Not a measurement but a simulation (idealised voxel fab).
Documented hereafter: the process module known as voxel self aligned contacts.
Cross-section cut spans 200 nm and uses square cells 5 nm in size.
Cross-sections here: square-cell grids, written as top-down lists of bands, a band being one or more rows of cells. Band: top height; bottom height; in nm. Then, left to right: material with width in nm, for each material. "everywhere": a single material spanning edge to edge. "empty": empty space. Convention: height 0 is the level below which the wafer, as received, is all one material. The lowest band does not terminate at the bottom but continues downward, represented as "0 nm and below". Width "30 to 40": first value at the band's top row of cells, second value at its bottom row, equal change from row to row. "all unchanged" means the step left every cell of the cross-section as it was. Closed empty spaces (no open way to the top) of 8 cells or more are what "Sealed internal voids" lists, each as width x height at distance from the left edge, nm for all three. Read whatever lies past the settings on a step's line as the simulator's own remark about the step. On any step carrying a mask, the "overlay nm" setting, if present on the step's line, tells how far right of its planned place the mask lay; negative values point to the left.

### Steps in the process plan
| 1 | op RECEIVE | material Si |
| 2 | op OXIDIZE | depth nm 5 |
| 3 | op DIRECTIONAL_DEP | material polySi | thk nm 30 |
| 4 | op DIRECTIONAL_DEP | material SiN | thk nm 25 |
| 5 | op MASKED_ETCH | tone cover | mask id GATE | width nm 25 | pitch nm 60 | etch materials SiN | depth nm 25 | overlay nm 0 |
| 6 | op MASKED_ETCH | tone cover | mask id GATE | width nm 25 | pitch nm 60 | etch materials polySi | depth nm 30 | overlay nm 0 |
| 7 | op CONFORMAL_DEP | material SiN | thk nm 10 |
| 8 | op DIRECTIONAL_ETCH | etch materials SiN | depth nm 10 |
| 9 | op FILL_DEP | material SiO2 | thk nm 15 |
| 10 | op CMP | height nm 65 |
| 11 | op MASKED_ETCH | tone open | mask id CONTACT | width nm 45 | pitch nm 60 | etch materials SiO2 | depth nm 70 | overlay nm 0 |
| 12 | op CONFORMAL_DEP | material TiN | thk nm 5 |
| 13 | op FILL_DEP | material W | thk nm 10 |
| 14 | op CMP | height nm 65 |
| 15 | op CONFORMAL_DEP | material SiCN | thk nm 5 |

### Of two wafers, the first: run according to plan

### as received, after step 1
  0 nm and below = Si everywhere
  Sealed internal voids: none

### Wafer after step 2 (cross-section)
  0 nm to -5 nm = SiO2 everywhere
  Beneath the level -5, the cross-section is identical to its previous state.

### Wafer after step 3 (cross-section)
  30 nm to 0 nm = polySi everywhere
  Beneath the level 0, the cross-section is identical to its previous state.

### Wafer after step 4 (cross-section)
  55 nm to 30 nm = SiN everywhere
  Beneath the level 30, the cross-section is identical to its previous state.

### Wafer after step 5 (cross-section)
  55 nm to 30 nm = empty=25 | SiN=25 | empty=35 | SiN=25 | empty=35 | SiN=25 | empty=30
  Beneath the level 30, the cross-section is identical to its previous state.

### Wafer after step 6 (cross-section)
  55 nm to 30 nm = empty=25 | SiN=25 | empty=35 | SiN=25 | empty=35 | SiN=25 | empty=30
  30 nm to 0 nm = empty=25 | polySi=25 | empty=35 | polySi=25 | empty=35 | polySi=25 | empty=30
  Beneath the level 0, the cross-section is identical to its previous state.

### Wafer after step 7 (cross-section)
  65 nm to 30 nm = empty=15 | SiN=45 | empty=15 | SiN=45 | empty=15 | SiN=45 | empty=20
  30 nm to 10 nm = empty=15 | SiN=10 | polySi=25 | SiN=10 | empty=15 | SiN=10 | polySi=25 | SiN=10 | empty=15 | SiN=10 | polySi=25 | SiN=10 | empty=20
  10 nm to 0 nm = SiN=25 | polySi=25 | SiN=35 | polySi=25 | SiN=35 | polySi=25 | SiN=30
  Beneath the level 0, the cross-section is identical to its previous state.

### Wafer after step 8 (cross-section)
  55 nm to 30 nm = empty=15 | SiN=45 | empty=15 | SiN=45 | empty=15 | SiN=45 | empty=20
  30 nm to 0 nm = empty=15 | SiN=10 | polySi=25 | SiN=10 | empty=15 | SiN=10 | polySi=25 | SiN=10 | empty=15 | SiN=10 | polySi=25 | SiN=10 | empty=20
  Beneath the level 0, the cross-section is identical to its previous state.

### Wafer after step 9 (cross-section)
  70 nm to 55 nm = SiO2 everywhere
  55 nm to 30 nm = SiO2=15 | SiN=45 | SiO2=15 | SiN=45 | SiO2=15 | SiN=45 | SiO2=20
  30 nm to 0 nm = SiO2=15 | SiN=10 | polySi=25 | SiN=10 | SiO2=15 | SiN=10 | polySi=25 | SiN=10 | SiO2=15 | SiN=10 | polySi=25 | SiN=10 | SiO2=20
  Beneath the level 0, the cross-section is identical to its previous state.

### Wafer after step 10 (cross-section)
  65 nm to 55 nm = SiO2 everywhere
  Beneath the level 55, the cross-section is identical to its previous state.

### Wafer after step 11 (cross-section)
  65 nm to 55 nm = SiO2=45 | empty=45 | SiO2=15 | empty=45 | SiO2=50
  55 nm to 30 nm = SiO2=15 | SiN=45 | empty=15 | SiN=45 | empty=15 | SiN=45 | SiO2=20
  30 nm to 0 nm = SiO2=15 | SiN=10 | polySi=25 | SiN=10 | empty=15 | SiN=10 | polySi=25 | SiN=10 | empty=15 | SiN=10 | polySi=25 | SiN=10 | SiO2=20
  0 nm to -5 nm = SiO2=60 | empty=15 | SiO2=45 | empty=15 | SiO2=65
  Beneath the level -5, the cross-section is identical to its previous state.

### Wafer after step 12 (cross-section)
  70 nm to 65 nm = TiN=50 | empty=35 | TiN=25 | empty=35 | TiN=55
  65 nm to 55 nm = SiO2=45 | TiN=5 to 20 | empty=35 to 5 | TiN=5 to 20 | SiO2=15 | TiN=5 to 20 | empty=35 to 5 | TiN=5 to 20 | SiO2=50
  55 nm to 30 nm = SiO2=15 | SiN=45 | TiN=5 | empty=5 | TiN=5 | SiN=45 | TiN=5 | empty=5 | TiN=5 | SiN=45 | SiO2=20
  30 nm to 0 nm = SiO2=15 | SiN=10 | polySi=25 | SiN=10 | TiN=5 | empty=5 | TiN=5 | SiN=10 | polySi=25 | SiN=10 | TiN=5 | empty=5 | TiN=5 | SiN=10 | polySi=25 | SiN=10 | SiO2=20
  0 nm to -5 nm = SiO2=60 | TiN=15 | SiO2=45 | TiN=15 | SiO2=65
  Beneath the level -5, the cross-section is identical to its previous state.

### Wafer after step 13 (cross-section)
  80 nm to 70 nm = W everywhere
  70 nm to 65 nm = TiN=50 | W=35 | TiN=25 | W=35 | TiN=55
  65 nm to 55 nm = SiO2=45 | TiN=5 to 20 | W=35 to 5 | TiN=5 to 20 | SiO2=15 | TiN=5 to 20 | W=35 to 5 | TiN=5 to 20 | SiO2=50
  55 nm to 30 nm = SiO2=15 | SiN=45 | TiN=5 | W=5 | TiN=5 | SiN=45 | TiN=5 | W=5 | TiN=5 | SiN=45 | SiO2=20
  30 nm to 0 nm = SiO2=15 | SiN=10 | polySi=25 | SiN=10 | TiN=5 | W=5 | TiN=5 | SiN=10 | polySi=25 | SiN=10 | TiN=5 | W=5 | TiN=5 | SiN=10 | polySi=25 | SiN=10 | SiO2=20
  Beneath the level 0, the cross-section is identical to its previous state.

### Wafer after step 14 (cross-section)
  65 nm to 55 nm = SiO2=45 | TiN=5 to 20 | W=35 to 5 | TiN=5 to 20 | SiO2=15 | TiN=5 to 20 | W=35 to 5 | TiN=5 to 20 | SiO2=50
  Beneath the level 55, the cross-section is identical to its previous state.

### Wafer after step 15 (cross-section)
  70 nm to 65 nm = SiCN everywhere
  Beneath the level 65, the cross-section is identical to its previous state.

### Now the other wafer: same start, same recipe, but we messed up one thing when running it. Up to and including step 6 it's the same as the first one

### Look at the second wafer in cross-section at the time step 7 ought to have finished
  65 nm to 55 nm = empty=15 | TiN=45 | empty=15 | TiN=45 | empty=15 | TiN=45 | empty=20
  55 nm to 30 nm = empty=15 | TiN=10 | SiN=25 | TiN=10 | empty=15 | TiN=10 | SiN=25 | TiN=10 | empty=15 | TiN=10 | SiN=25 | TiN=10 | empty=20
  30 nm to 10 nm = empty=15 | TiN=10 | polySi=25 | TiN=10 | empty=15 | TiN=10 | polySi=25 | TiN=10 | empty=15 | TiN=10 | polySi=25 | TiN=10 | empty=20
  10 nm to 0 nm = TiN=25 | polySi=25 | TiN=35 | polySi=25 | TiN=35 | polySi=25 | TiN=30
  Beneath the level 0, the cross-section is identical to its previous state.

Look at the second wafer in cross-section at the time step 8 ought to have finished: all unchanged

### Look at the second wafer in cross-section at the time step 9 ought to have finished
  80 nm to 65 nm = SiO2 everywhere
  65 nm to 55 nm = SiO2=15 | TiN=45 | SiO2=15 | TiN=45 | SiO2=15 | TiN=45 | SiO2=20
  55 nm to 30 nm = SiO2=15 | TiN=10 | SiN=25 | TiN=10 | SiO2=15 | TiN=10 | SiN=25 | TiN=10 | SiO2=15 | TiN=10 | SiN=25 | TiN=10 | SiO2=20
  30 nm to 10 nm = SiO2=15 | TiN=10 | polySi=25 | TiN=10 | SiO2=15 | TiN=10 | polySi=25 | TiN=10 | SiO2=15 | TiN=10 | polySi=25 | TiN=10 | SiO2=20
  Beneath the level 10, the cross-section is identical to its previous state.

### Look at the second wafer in cross-section at the time step 10 ought to have finished
  65 nm to 55 nm = SiO2=15 | TiN=45 | SiO2=15 | TiN=45 | SiO2=15 | TiN=45 | SiO2=20
  Beneath the level 55, the cross-section is identical to its previous state.

### Look at the second wafer in cross-section at the time step 11 ought to have finished
  65 nm to 55 nm = SiO2=15 | TiN=45 | empty=15 | TiN=45 | empty=15 | TiN=45 | SiO2=20
  55 nm to 30 nm = SiO2=15 | TiN=10 | SiN=25 | TiN=10 | empty=15 | TiN=10 | SiN=25 | TiN=10 | empty=15 | TiN=10 | SiN=25 | TiN=10 | SiO2=20
  30 nm to 10 nm = SiO2=15 | TiN=10 | polySi=25 | TiN=10 | empty=15 | TiN=10 | polySi=25 | TiN=10 | empty=15 | TiN=10 | polySi=25 | TiN=10 | SiO2=20
  Beneath the level 10, the cross-section is identical to its previous state.

### Look at the second wafer in cross-section at the time step 12 ought to have finished
  70 nm to 65 nm = TiN=65 | empty=5 | TiN=55 | empty=5 | TiN=70
  65 nm to 55 nm = SiO2=15 | TiN=50 | empty=5 | TiN=55 | empty=5 | TiN=50 | SiO2=20
  55 nm to 30 nm = SiO2=15 | TiN=10 | SiN=25 | TiN=15 | empty=5 | TiN=15 | SiN=25 | TiN=15 | empty=5 | TiN=15 | SiN=25 | TiN=10 | SiO2=20
  30 nm to 15 nm = SiO2=15 | TiN=10 | polySi=25 | TiN=15 | empty=5 | TiN=15 | polySi=25 | TiN=15 | empty=5 | TiN=15 | polySi=25 | TiN=10 | SiO2=20
  15 nm to 10 nm = SiO2=15 | TiN=10 | polySi=25 | TiN=35 | polySi=25 | TiN=35 | polySi=25 | TiN=10 | SiO2=20
  Beneath the level 10, the cross-section is identical to its previous state.

### Look at the second wafer in cross-section at the time step 13 ought to have finished
  80 nm to 70 nm = W everywhere
  70 nm to 65 nm = TiN=65 | W=5 | TiN=55 | W=5 | TiN=70
  65 nm to 55 nm = SiO2=15 | TiN=50 | W=5 | TiN=55 | W=5 | TiN=50 | SiO2=20
  55 nm to 30 nm = SiO2=15 | TiN=10 | SiN=25 | TiN=15 | W=5 | TiN=15 | SiN=25 | TiN=15 | W=5 | TiN=15 | SiN=25 | TiN=10 | SiO2=20
  30 nm to 15 nm = SiO2=15 | TiN=10 | polySi=25 | TiN=15 | W=5 | TiN=15 | polySi=25 | TiN=15 | W=5 | TiN=15 | polySi=25 | TiN=10 | SiO2=20
  Beneath the level 15, the cross-section is identical to its previous state.

### Look at the second wafer in cross-section at the time step 14 ought to have finished
  65 nm to 55 nm = SiO2=15 | TiN=50 | W=5 | TiN=55 | W=5 | TiN=50 | SiO2=20
  Beneath the level 55, the cross-section is identical to its previous state.

### Look at the second wafer in cross-section at the time step 15 ought to have finished
  70 nm to 65 nm = SiCN everywhere
  Beneath the level 65, the cross-section is identical to its previous state.
Nonconformance to the process plan: step 7 ran differently from the plan; actual operation with settings: op CONFORMAL_DEP | material TiN | thk nm 10
Per the end-of-run cell counts, the second wafer holds more or fewer of some materials than the first: -132 SiN | -38 SiO2 | +188 TiN | -18 W
